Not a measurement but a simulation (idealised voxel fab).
process module | voxel air gaps
cross-section cut | 170 nm wide | cells 5 nm
A cross-section is a grid of square cells, given in bands from the top down. A band is one or more rows of cells.
Each band's line starts with the height of the band's top and of its bottom, in nm. Then come its materials from left to right, each with its width in nm. One material with "throughout" fills the band from edge to edge. "air" is empty space.
Height 0 is the level under which the wafer as received is all one material. The lowest band goes on downwards, as in "0 down".
A width such as "30 to 40" changes by the same amount from each row of cells to the next, from the band's top row to its bottom row.
"no change" after a step means that no cell of the cross-section changed.
closed voids: empty space of 8 cells or more with no open way to the top, each as width x height at its distance from the left edge, in nm
after a step's settings: what the simulator itself notes on the step
overlay nm, on a step with a mask: how far to the right of its planned place the mask lay; to the left if negative
plan
1 op RECEIVE | material Si
2 op CONFORMAL_DEP | material SiO2 | thk nm 15
3 op CONFORMAL_DEP | material SiCN | thk nm 5
4 op DIRECTIONAL_DEP | material SiO2 | thk nm 40
5 op PATTERN | tone open | mask id LINES | material resist | width nm 25 | pitch nm 50 | thk nm 15 | overlay nm -5
6 op DIRECTIONAL_ETCH | etch materials SiO2 | depth nm 40
7 op STRIP | etch materials resist
8 op CONFORMAL_DEP | material TiN | thk nm 5
9 op FILL_DEP | material Cu | thk nm 5
10 op CMP | height nm 60
11 op EPI | material Ru | thk nm 10
12 op SELECTIVE_ETCH | etch materials SiO2 | depth nm 50
13 op CONFORMAL_DEP | material SiCN | thk nm 5
varied across the wafers: overlay nm of step 5. The plan shows the first wafer's value. All wafers start alike
first wafer as received, after step 1
  0 down: Si throughout
  closed voids: none
first wafer at the end, after step 13
  75 to 70: SiCN 155 | air 15
  70 to 60: SiCN 5 | Ru 45 | SiCN 5 | Ru 45 | SiCN 5 | Ru 45 | SiCN 5 | air 15
  60 to 55: SiCN 15 | TiN 5 | Cu 15 | TiN 5 | SiCN 25 | TiN 5 | Cu 15 | TiN 5 | SiCN 25 | TiN 5 | Cu 15 | TiN 5 | SiCN 15 | air 15
  55 to 25: air 10 | SiCN 5 | TiN 5 | Cu 15 | TiN 5 | SiCN 5 | air 15 | SiCN 5 | TiN 5 | Cu 15 | TiN 5 | SiCN 5 | air 15 | SiCN 5 | TiN 5 | Cu 15 | TiN 5 | SiCN 5 | air 25
  25 to 20: SiCN 15 | TiN 25 | SiCN 25 | TiN 25 | SiCN 25 | TiN 25 | SiCN 30
  20 to 15: SiCN throughout
  15 to 0: SiO2 throughout
  0 down: Si throughout
  closed voids: 10 x 30 at 0; 15 x 30 at 45; 15 x 30 at 95
last wafer at the end
  75 to 70: air 15 | SiCN 155
  70 to 60: air 15 | SiCN 5 | Ru 45 | SiCN 5 | Ru 45 | SiCN 5 | Ru 45 | SiCN 5
  60 to 55: air 15 | SiCN 15 | TiN 5 | Cu 15 | TiN 5 | SiCN 25 | TiN 5 | Cu 15 | TiN 5 | SiCN 25 | TiN 5 | Cu 15 | TiN 5 | SiCN 15
  55 to 25: air 25 | SiCN 5 | TiN 5 | Cu 15 | TiN 5 | SiCN 5 | air 15 | SiCN 5 | TiN 5 | Cu 15 | TiN 5 | SiCN 5 | air 15 | SiCN 5 | TiN 5 | Cu 15 | TiN 5 | SiCN 5 | air 10
  25 to 20: SiCN 30 | TiN 25 | SiCN 25 | TiN 25 | SiCN 25 | TiN 25 | SiCN 15
  20 to 15: SiCN throughout
  15 to 0: SiO2 throughout
  0 down: Si throughout
  closed voids: 15 x 30 at 60; 15 x 30 at 110; 10 x 30 at 160
each wafer at the end: cells of each material gained (+) or lost (-) since it was received, then its closed voids
overlay nm -5 | +63 Cu | +54 Ru | +144 SiCN | +102 SiO2 | +57 TiN | closed voids: 10 x 30 at 0; 15 x 30 at 45; 15 x 30 at 95
overlay nm 0 | +63 Cu | +54 Ru | +144 SiCN | +102 SiO2 | +57 TiN | closed voids: 15 x 30 at 50; 15 x 30 at 100
overlay nm 5 | +63 Cu | +54 Ru | +144 SiCN | +102 SiO2 | +57 TiN | closed voids: 15 x 30 at 55; 15 x 30 at 105
overlay nm 10 | +63 Cu | +54 Ru | +144 SiCN | +102 SiO2 | +57 TiN | closed voids: 15 x 30 at 60; 15 x 30 at 110; 10 x 30 at 160
